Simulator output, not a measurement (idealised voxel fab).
Proc. module: voxel released beams
The width of the displayed cross-section, cut, is 260 nm; its cells are square, with a size of 5 nm.
Square cells in a grid make up a cross-section in this document, and the grid is given as bands, listed from the top down, each one or more rows of cells.
What a band's entry tells you: where the top is and where the bottom is, as heights in nm, and after that what lies inside, material by material from left to right, each with its width in nm. Empty space is written as the word "air", and a single material marked with the word "throughout" occupies the band from edge to edge.
Heights are measured from 0, the level below which the as-received wafer is all one material; the lowest band has no bottom and continues downward, written as in "0 down".
When a width is written as two numbers, as in "30..40", the first number is the width in the top row of cells of the band and the second is the width in its bottom row, and the width changes by the same amount from each row to the next.
Reading "nothing changed" for a step: not a cell of the cross-section changed in it.
Voids not open to the top, 8 cells minimum: see "Closed void inventory". Written width x height at distance; distance is from the left edge; nm.
On each step's line, the part that comes after the settings is the simulator's own comment on the step.
A step line may carry the setting "overlay nm", which, for steps involving a mask, states the distance by which the mask lay to the right of its intended position; negative values denote displacement to the left.
From here on the document is pairs. In a pair, the cross-section before one process step comes with the cross-section after it, and the latter goes no deeper than the lowest band that changed. What lies in between, the step and its settings, is written under the pair. A pair may be from a different run of this module on the same starting wafer than the pair above it, so it continues from that pair only where its entry headed "Pre-process" says so.

Pre-process:
0 down | Si throughout
Closed void inventory: none

Resultant Cross-Section:
5 to 0 | SiN throughout
Rest of section, below 0: as before.
Closed void inventory: none
Operation between the pre and post cross-sections above: CONFORMAL_DEP, material SiN, thk nm 5

Pre-process: The initial state for this step is given by the after cross-section of the immediately preceding pair.

Resultant Cross-Section:
25 to 5 | SiO2 throughout
Rest of section, below 5: as before.
Closed void inventory: none
Operation between the pre and post cross-sections above: DIRECTIONAL_DEP, material SiO2, thk nm 20

Pre-process: The initial state for this step is given by the after cross-section of the immediately preceding pair.

Resultant Cross-Section:
40 to 25 | aC throughout
Rest of section, below 25: as before.
Closed void inventory: none
Operation between the pre and post cross-sections above: DIRECTIONAL_DEP, material aC, thk nm 15

Pre-process: The initial state for this step is given by the after cross-section of the immediately preceding pair.

Resultant Cross-Section:
75 to 40 | resist 80 | air 25 | resist 155
Rest of section, below 40: as before.
Closed void inventory: none
Operation between the pre and post cross-sections above: PATTERN, tone open, mask id ANCHOR, material resist, width nm 25, thk nm 35, overlay nm 0

Pre-process: The initial state for this step is given by the after cross-section of the immediately preceding pair.

Resultant Cross-Section:
60 to 40 | resist 80 | air 25 | resist 155
40 to 25 | aC 80 | air 25 | aC 155
Rest of section, below 25: as before.
Closed void inventory: none
Operation between the pre and post cross-sections above: DIRECTIONAL_ETCH, etch materials aC, depth nm 15

Pre-process: The initial state for this step is given by the after cross-section of the immediately preceding pair.

Resultant Cross-Section:
40 to 25 | aC 80 | air 25 | aC 155
Rest of section, below 25: as before.
Closed void inventory: none
Operation between the pre and post cross-sections above: STRIP, etch materials resist

Pre-process: The initial state for this step is given by the after cross-section of the immediately preceding pair.

Resultant Cross-Section:
40 to 25 | aC 80 | air 25 | aC 155
25 to 5 | SiO2 80 | air 25 | SiO2 155
Rest of section, below 5: as before.
Closed void inventory: none
Operation between the pre and post cross-sections above: DIRECTIONAL_ETCH, etch materials SiO2, depth nm 20

Pre-process: The initial state for this step is given by the after cross-section of the immediately preceding pair.

Resultant Cross-Section:
25 to 5 | SiO2 80 | air 25 | SiO2 155
Rest of section, below 5: as before.
Closed void inventory: none
Operation between the pre and post cross-sections above: STRIP, etch materials aC

Pre-process: The initial state for this step is given by the after cross-section of the immediately preceding pair.

Resultant Cross-Section:
35 to 25 | TiN 90 | air 5 | TiN 165
25 to 15 | SiO2 80 | TiN 10 | air 5 | TiN 10 | SiO2 155
15 to 5 | SiO2 80 | TiN 25 | SiO2 155
Rest of section, below 5: as before.
Closed void inventory: none
Operation between the pre and post cross-sections above: CONFORMAL_DEP, material TiN, thk nm 10

Pre-process: The initial state for this step is given by the after cross-section of the immediately preceding pair.

Resultant Cross-Section:
35 to 25 | air 75 | TiN 15 | air 5 | TiN 80 | air 85
Rest of section, below 25: as before.
Closed void inventory: none
Operation between the pre and post cross-sections above: MASKED_ETCH, tone cover, mask id BEAM, width nm 100, etch materials TiN, depth nm 10, overlay nm 0

Pre-process: The initial state for this step is given by the after cross-section of the immediately preceding pair.

Resultant Cross-Section:
35 to 25 | air 75 | TiN 15 | air 5 | TiN 80 | air 85
25 to 15 | air 80 | TiN 10 | air 5 | TiN 10 | air 155
15 to 5 | air 80 | TiN 25 | air 155
Rest of section, below 5: as before.
Closed void inventory: none
Operation between the pre and post cross-sections above: STRIP, etch materials SiO2

Pre-process:
0 down | Si throughout
Closed void inventory: none

Resultant Cross-Section:
20 to 0 | SiO2 throughout
Rest of section, below 0: as before.
Closed void inventory: none
Operation between the pre and post cross-sections above: DIRECTIONAL_DEP, material SiO2, thk nm 20

Pre-process: The initial state for this step is given by the after cross-section of the immediately preceding pair.

Resultant Cross-Section:
35 to 20 | aC throughout
Rest of section, below 20: as before.
Closed void inventory: none
Operation between the pre and post cross-sections above: DIRECTIONAL_DEP, material aC, thk nm 15

Pre-process: The initial state for this step is given by the after cross-section of the immediately preceding pair.

Resultant Cross-Section:
70 to 35 | resist 80 | air 25 | resist 155
Rest of section, below 35: as before.
Closed void inventory: none
Operation between the pre and post cross-sections above: PATTERN, tone open, mask id ANCHOR, material resist, width nm 25, thk nm 35, overlay nm 0

Pre-process: The initial state for this step is given by the after cross-section of the immediately preceding pair.

Resultant Cross-Section:
55 to 35 | resist 80 | air 25 | resist 155
35 to 20 | aC 80 | air 25 | aC 155
Rest of section, below 20: as before.
Closed void inventory: none
Operation between the pre and post cross-sections above: DIRECTIONAL_ETCH, etch materials aC, depth nm 15

Pre-process: The initial state for this step is given by the after cross-section of the immediately preceding pair.

Resultant Cross-Section:
35 to 20 | aC 80 | air 25 | aC 155
Rest of section, below 20: as before.
Closed void inventory: none
Operation between the pre and post cross-sections above: STRIP, etch materials resist

Pre-process: The initial state for this step is given by the after cross-section of the immediately preceding pair.

Resultant Cross-Section:
35 to 20 | aC 80 | air 25 | aC 155
20 to 0 | SiO2 80 | air 25 | SiO2 155
Rest of section, below 0: as before.
Closed void inventory: none
Operation between the pre and post cross-sections above: DIRECTIONAL_ETCH, etch materials SiO2, depth nm 20

Pre-process: The initial state for this step is given by the after cross-section of the immediately preceding pair.

Resultant Cross-Section:
20 to 0 | SiO2 80 | air 25 | SiO2 155
Rest of section, below 0: as before.
Closed void inventory: none
Operation between the pre and post cross-sections above: STRIP, etch materials aC

Pre-process: The initial state for this step is given by the after cross-section of the immediately preceding pair.

Resultant Cross-Section:
30 to 20 | TiN 90 | air 5 | TiN 165
20 to 10 | SiO2 80 | TiN 10 | air 5 | TiN 10 | SiO2 155
10 to 0 | SiO2 80 | TiN 25 | SiO2 155
Rest of section, below 0: as before.
Closed void inventory: none
Operation between the pre and post cross-sections above: CONFORMAL_DEP, material TiN, thk nm 10

Pre-process: The initial state for this step is given by the after cross-section of the immediately preceding pair.

Resultant Cross-Section:
30 to 20 | air 75 | TiN 15 | air 5 | TiN 80 | air 85
Rest of section, below 20: as before.
Closed void inventory: none
Operation between the pre and post cross-sections above: MASKED_ETCH, tone cover, mask id BEAM, width nm 100, etch materials TiN, depth nm 10, overlay nm 0

Pre-process: The initial state for this step is given by the after cross-section of the immediately preceding pair.

Resultant Cross-Section:
30 to 20 | air 75 | TiN 15 | air 5 | TiN 80 | air 85
20 to 10 | air 80 | TiN 10 | air 5 | TiN 10 | air 155
10 to 0 | air 80 | TiN 25 | air 155
Rest of section, below 0: as before.
Closed void inventory: none
Operation between the pre and post cross-sections above: STRIP, etch materials SiO2

Pre-process:
20 to 0 | SiO2 throughout
0 down | Si throughout
Closed void inventory: none

Resultant Cross-Section:
25 to 20 | SiN throughout
Rest of section, below 20: as before.
Closed void inventory: none
Operation between the pre and post cross-sections above: CONFORMAL_DEP, material SiN, thk nm 5

Pre-process: The initial state for this step is given by the after cross-section of the immediately preceding pair.

Resultant Cross-Section:
40 to 25 | aC throughout
Rest of section, below 25: as before.
Closed void inventory: none
Operation between the pre and post cross-sections above: DIRECTIONAL_DEP, material aC, thk nm 15

Pre-process: The initial state for this step is given by the after cross-section of the immediately preceding pair.

Resultant Cross-Section:
75 to 40 | resist 80 | air 25 | resist 155
Rest of section, below 40: as before.
Closed void inventory: none
Operation between the pre and post cross-sections above: PATTERN, tone open, mask id ANCHOR, material resist, width nm 25, thk nm 35, overlay nm 0

Pre-process: The initial state for this step is given by the after cross-section of the immediately preceding pair.

Resultant Cross-Section:
60 to 40 | resist 80 | air 25 | resist 155
40 to 25 | aC 80 | air 25 | aC 155
Rest of section, below 25: as before.
Closed void inventory: none
Operation between the pre and post cross-sections above: DIRECTIONAL_ETCH, etch materials aC, depth nm 15

Pre-process: The initial state for this step is given by the after cross-section of the immediately preceding pair.

Resultant Cross-Section:
40 to 25 | aC 80 | air 25 | aC 155
Rest of section, below 25: as before.
Closed void inventory: none
Operation between the pre and post cross-sections above: STRIP, etch materials resist

Pre-process: The initial state for this step is given by the after cross-section of the immediately preceding pair.

Resultant Cross-Section:
25 to 20 | SiN throughout
Rest of section, below 20: as before.
Closed void inventory: none
Operation between the pre and post cross-sections above: STRIP, etch materials aC

Pre-process: The initial state for this step is given by the after cross-section of the immediately preceding pair.

Resultant Cross-Section:
35 to 25 | TiN throughout
Rest of section, below 25: as before.
Closed void inventory: none
Operation between the pre and post cross-sections above: CONFORMAL_DEP, material TiN, thk nm 10

Pre-process: The initial state for this step is given by the after cross-section of the immediately preceding pair.

Resultant Cross-Section:
35 to 25 | air 75 | TiN 100 | air 85
Rest of section, below 25: as before.
Closed void inventory: none
Operation between the pre and post cross-sections above: MASKED_ETCH, tone cover, mask id BEAM, width nm 100, etch materials TiN, depth nm 10, overlay nm 0

Pre-process:
0 down | Si throughout
Closed void inventory: none

Resultant Cross-Section:
15 to 0 | SiN throughout
Rest of section, below 0: as before.
Closed void inventory: none
Operation between the pre and post cross-sections above: CONFORMAL_DEP, material SiN, thk nm 15

Pre-process: The initial state for this step is given by the after cross-section of the immediately preceding pair.

Resultant Cross-Section:
35 to 15 | SiO2 throughout
Rest of section, below 15: as before.
Closed void inventory: none
Operation between the pre and post cross-sections above: DIRECTIONAL_DEP, material SiO2, thk nm 20

Pre-process: The initial state for this step is given by the after cross-section of the immediately preceding pair.

Resultant Cross-Section:
50 to 35 | aC throughout
Rest of section, below 35: as before.
Closed void inventory: none
Operation between the pre and post cross-sections above: DIRECTIONAL_DEP, material aC, thk nm 15

Pre-process: The initial state for this step is given by the after cross-section of the immediately preceding pair.

Resultant Cross-Section:
85 to 50 | resist 80 | air 25 | resist 155
Rest of section, below 50: as before.
Closed void inventory: none
Operation between the pre and post cross-sections above: PATTERN, tone open, mask id ANCHOR, material resist, width nm 25, thk nm 35, overlay nm 0

Pre-process: The initial state for this step is given by the after cross-section of the immediately preceding pair.

Resultant Cross-Section:
70 to 50 | resist 80 | air 25 | resist 155
50 to 35 | aC 80 | air 25 | aC 155
Rest of section, below 35: as before.
Closed void inventory: none
Operation between the pre and post cross-sections above: DIRECTIONAL_ETCH, etch materials aC, depth nm 15

Pre-process: The initial state for this step is given by the after cross-section of the immediately preceding pair.

Resultant Cross-Section:
50 to 35 | aC 80 | air 25 | aC 155
Rest of section, below 35: as before.
Closed void inventory: none
Operation between the pre and post cross-sections above: STRIP, etch materials resist

Pre-process: The initial state for this step is given by the after cross-section of the immediately preceding pair.

Resultant Cross-Section:
50 to 35 | aC 80 | air 25 | aC 155
35 to 15 | SiO2 80 | air 25 | SiO2 155
Rest of section, below 15: as before.
Closed void inventory: none
Operation between the pre and post cross-sections above: DIRECTIONAL_ETCH, etch materials SiO2, depth nm 20

Pre-process: The initial state for this step is given by the after cross-section of the immediately preceding pair.

Resultant Cross-Section:
35 to 15 | SiO2 80 | air 25 | SiO2 155
Rest of section, below 15: as before.
Closed void inventory: none
Operation between the pre and post cross-sections above: STRIP, etch materials aC

Pre-process: The initial state for this step is given by the after cross-section of the immediately preceding pair.

Resultant Cross-Section:
45 to 35 | TiN 90 | air 5 | TiN 165
35 to 25 | SiO2 80 | TiN 10 | air 5 | TiN 10 | SiO2 155
25 to 15 | SiO2 80 | TiN 25 | SiO2 155
Rest of section, below 15: as before.
Closed void inventory: none
Operation between the pre and post cross-sections above: CONFORMAL_DEP, material TiN, thk nm 10

Pre-process: The initial state for this step is given by the after cross-section of the immediately preceding pair.

Resultant Cross-Section:
45 to 35 | air 75 | TiN 15 | air 5 | TiN 80 | air 85
Rest of section, below 35: as before.
Closed void inventory: none
Operation between the pre and post cross-sections above: MASKED_ETCH, tone cover, mask id BEAM, width nm 100, etch materials TiN, depth nm 10, overlay nm 0

Pre-process: The initial state for this step is given by the after cross-section of the immediately preceding pair.

Resultant Cross-Section:
45 to 35 | air 75 | TiN 15 | air 5 | TiN 80 | air 85
35 to 25 | air 80 | TiN 10 | air 5 | TiN 10 | air 155
25 to 15 | air 80 | TiN 25 | air 155
Rest of section, below 15: as before.
Closed void inventory: none
Operation between the pre and post cross-sections above: STRIP, etch materials SiO2

Pre-process:
35 to 25 | TiN 90 | air 5 | TiN 165
25 to 15 | SiO2 80 | TiN 10 | air 5 | TiN 10 | SiO2 155
15 to 5 | SiO2 80 | TiN 25 | SiO2 155
5 to 0 | SiN throughout
0 down | Si throughout
Closed void inventory: none

Resultant Cross-Section:
35 to 25 | air 80 | TiN 10 | air 5 | TiN 75 | air 90
Rest of section, below 25: as before.
Closed void inventory: none
Operation between the pre and post cross-sections above: MASKED_ETCH, tone cover, mask id BEAM, width nm 90, etch materials TiN, depth nm 10, overlay nm 0

Pre-process: The initial state for this step is given by the after cross-section of the immediately preceding pair.

Resultant Cross-Section:
35 to 25 | air 80 | TiN 10 | air 5 | TiN 75 | air 90
25 to 15 | air 80 | TiN 10 | air 5 | TiN 10 | air 155
15 to 5 | air 80 | TiN 25 | air 155
Rest of section, below 5: as before.
Closed void inventory: none
Operation between the pre and post cross-sections above: STRIP, etch materials SiO2

Pre-process:
40 to 25 | aC throughout
25 to 5 | SiO2 throughout
5 to 0 | SiN throughout
0 down | Si throughout
Closed void inventory: none

Resultant Cross-Section:
75 to 40 | resist 70 | air 25 | resist 165
Rest of section, below 40: as before.
Closed void inventory: none
Operation between the pre and post cross-sections above: PATTERN, tone open, mask id ANCHOR, material resist, width nm 25, thk nm 35, overlay nm -10

Pre-process: The initial state for this step is given by the after cross-section of the immediately preceding pair.

Resultant Cross-Section:
60 to 40 | resist 70 | air 25 | resist 165
40 to 25 | aC 70 | air 25 | aC 165
Rest of section, below 25: as before.
Closed void inventory: none
Operation between the pre and post cross-sections above: DIRECTIONAL_ETCH, etch materials aC, depth nm 15

Pre-process: The initial state for this step is given by the after cross-section of the immediately preceding pair.

Resultant Cross-Section:
40 to 25 | aC 70 | air 25 | aC 165
Rest of section, below 25: as before.
Closed void inventory: none
Operation between the pre and post cross-sections above: STRIP, etch materials resist

Pre-process: The initial state for this step is given by the after cross-section of the immediately preceding pair.

Resultant Cross-Section:
40 to 25 | aC 70 | air 25 | aC 165
25 to 5 | SiO2 70 | air 25 | SiO2 165
Rest of section, below 5: as before.
Closed void inventory: none
Operation between the pre and post cross-sections above: DIRECTIONAL_ETCH, etch materials SiO2, depth nm 20

Pre-process: The initial state for this step is given by the after cross-section of the immediately preceding pair.

Resultant Cross-Section:
25 to 5 | SiO2 70 | air 25 | SiO2 165
Rest of section, below 5: as before.
Closed void inventory: none
Operation between the pre and post cross-sections above: STRIP, etch materials aC

Pre-process: The initial state for this step is given by the after cross-section of the immediately preceding pair.

Resultant Cross-Section:
35 to 25 | TiN 80 | air 5 | TiN 175
25 to 15 | SiO2 70 | TiN 10 | air 5 | TiN 10 | SiO2 165
15 to 5 | SiO2 70 | TiN 25 | SiO2 165
Rest of section, below 5: as before.
Closed void inventory: none
Operation between the pre and post cross-sections above: CONFORMAL_DEP, material TiN, thk nm 10

Pre-process: The initial state for this step is given by the after cross-section of the immediately preceding pair.

Resultant Cross-Section:
35 to 25 | air 75 | TiN 5 | air 5 | TiN 90 | air 85
Rest of section, below 25: as before.
Closed void inventory: none
Operation between the pre and post cross-sections above: MASKED_ETCH, tone cover, mask id BEAM, width nm 100, etch materials TiN, depth nm 10, overlay nm 0

Pre-process: The initial state for this step is given by the after cross-section of the immediately preceding pair.

Resultant Cross-Section:
35 to 25 | air 75 | TiN 5 | air 5 | TiN 90 | air 85
25 to 15 | air 70 | TiN 10 | air 5 | TiN 10 | air 165
15 to 5 | air 70 | TiN 25 | air 165
Rest of section, below 5: as before.
Closed void inventory: none
Operation between the pre and post cross-sections above: STRIP, etch materials SiO2

Pre-process:
25 to 5 | SiO2 throughout
5 to 0 | SiN throughout
0 down | Si throughout
Closed void inventory: none

Resultant Cross-Section:
40 to 25 | SiN throughout
Rest of section, below 25: as before.
Closed void inventory: none
Operation between the pre and post cross-sections above: DIRECTIONAL_DEP, material SiN, thk nm 15

Pre-process: The initial state for this step is given by the after cross-section of the immediately preceding pair.

Resultant Cross-Section:
75 to 40 | resist 80 | air 25 | resist 155
Rest of section, below 40: as before.
Closed void inventory: none
Operation between the pre and post cross-sections above: PATTERN, tone open, mask id ANCHOR, material resist, width nm 25, thk nm 35, overlay nm 0

Pre-process: The initial state for this step is given by the after cross-section of the immediately preceding pair.

Resultant Cross-Section:
60 to 40 | resist 80 | air 25 | resist 155
Rest of section, below 40: as before.
Closed void inventory: none
Operation between the pre and post cross-sections above: DIRECTIONAL_ETCH, etch materials aC, depth nm 15

Pre-process: The initial state for this step is given by the after cross-section of the immediately preceding pair.

Resultant Cross-Section:
40 to 25 | SiN throughout
Rest of section, below 25: as before.
Closed void inventory: none
Operation between the pre and post cross-sections above: STRIP, etch materials resist

Pre-process: The initial state for this step is given by the after cross-section of the immediately preceding pair.

Resultant Cross-Section:
50 to 40 | TiN throughout
Rest of section, below 40: as before.
Closed void inventory: none
Operation between the pre and post cross-sections above: CONFORMAL_DEP, material TiN, thk nm 10

Pre-process: The initial state for this step is given by the after cross-section of the immediately preceding pair.

Resultant Cross-Section:
50 to 40 | air 75 | TiN 100 | air 85
Rest of section, below 40: as before.
Closed void inventory: none
Operation between the pre and post cross-sections above: MASKED_ETCH, tone cover, mask id BEAM, width nm 100, etch materials TiN, depth nm 10, overlay nm 0

Pre-process:
40 to 25 | aC throughout
25 to 5 | SiO2 throughout
5 to 0 | SiN throughout
0 down | Si throughout
Closed void inventory: none

Resultant Cross-Section:
75 to 40 | air 80 | resist 25 | air 155
Rest of section, below 40: as before.
Closed void inventory: none
Operation between the pre and post cross-sections above: PATTERN, tone cover, mask id ANCHOR, material resist, width nm 25, thk nm 35, overlay nm 0

Pre-process: The initial state for this step is given by the after cross-section of the immediately preceding pair.

Resultant Cross-Section:
60 to 40 | air 80 | resist 25 | air 155
40 to 25 | air 80 | aC 25 | air 155
Rest of section, below 25: as before.
Closed void inventory: none
Operation between the pre and post cross-sections above: DIRECTIONAL_ETCH, etch materials aC, depth nm 15

Pre-process: The initial state for this step is given by the after cross-section of the immediately preceding pair.

Resultant Cross-Section:
40 to 25 | air 80 | aC 25 | air 155
Rest of section, below 25: as before.
Closed void inventory: none
Operation between the pre and post cross-sections above: STRIP, etch materials resist

Pre-process: The initial state for this step is given by the after cross-section of the immediately preceding pair.

Resultant Cross-Section:
40 to 25 | air 80 | aC 25 | air 155
25 to 5 | air 80 | SiO2 25 | air 155
Rest of section, below 5: as before.
Closed void inventory: none
Operation between the pre and post cross-sections above: DIRECTIONAL_ETCH, etch materials SiO2, depth nm 20

Pre-process: The initial state for this step is given by the after cross-section of the immediately preceding pair.

Resultant Cross-Section:
25 to 5 | air 80 | SiO2 25 | air 155
Rest of section, below 5: as before.
Closed void inventory: none
Operation between the pre and post cross-sections above: STRIP, etch materials aC

Pre-process: The initial state for this step is given by the after cross-section of the immediately preceding pair.

Resultant Cross-Section:
35 to 25 | air 70 | TiN 45 | air 145
25 to 15 | air 70 | TiN 10 | SiO2 25 | TiN 10 | air 145
15 to 5 | TiN 80 | SiO2 25 | TiN 155
Rest of section, below 5: as before.
Closed void inventory: none
Operation between the pre and post cross-sections above: CONFORMAL_DEP, material TiN, thk nm 10

Pre-process: The initial state for this step is given by the after cross-section of the immediately preceding pair.

Resultant Cross-Section:
35 to 25 | air 75 | TiN 40 | air 145
25 to 15 | air 70 | TiN 10 | SiO2 25 | TiN 10 | air 145
15 to 5 | air 70 | TiN 10 | SiO2 25 | TiN 70 | air 85
Rest of section, below 5: as before.
Closed void inventory: none
Operation between the pre and post cross-sections above: MASKED_ETCH, tone cover, mask id BEAM, width nm 100, etch materials TiN, depth nm 10, overlay nm 0
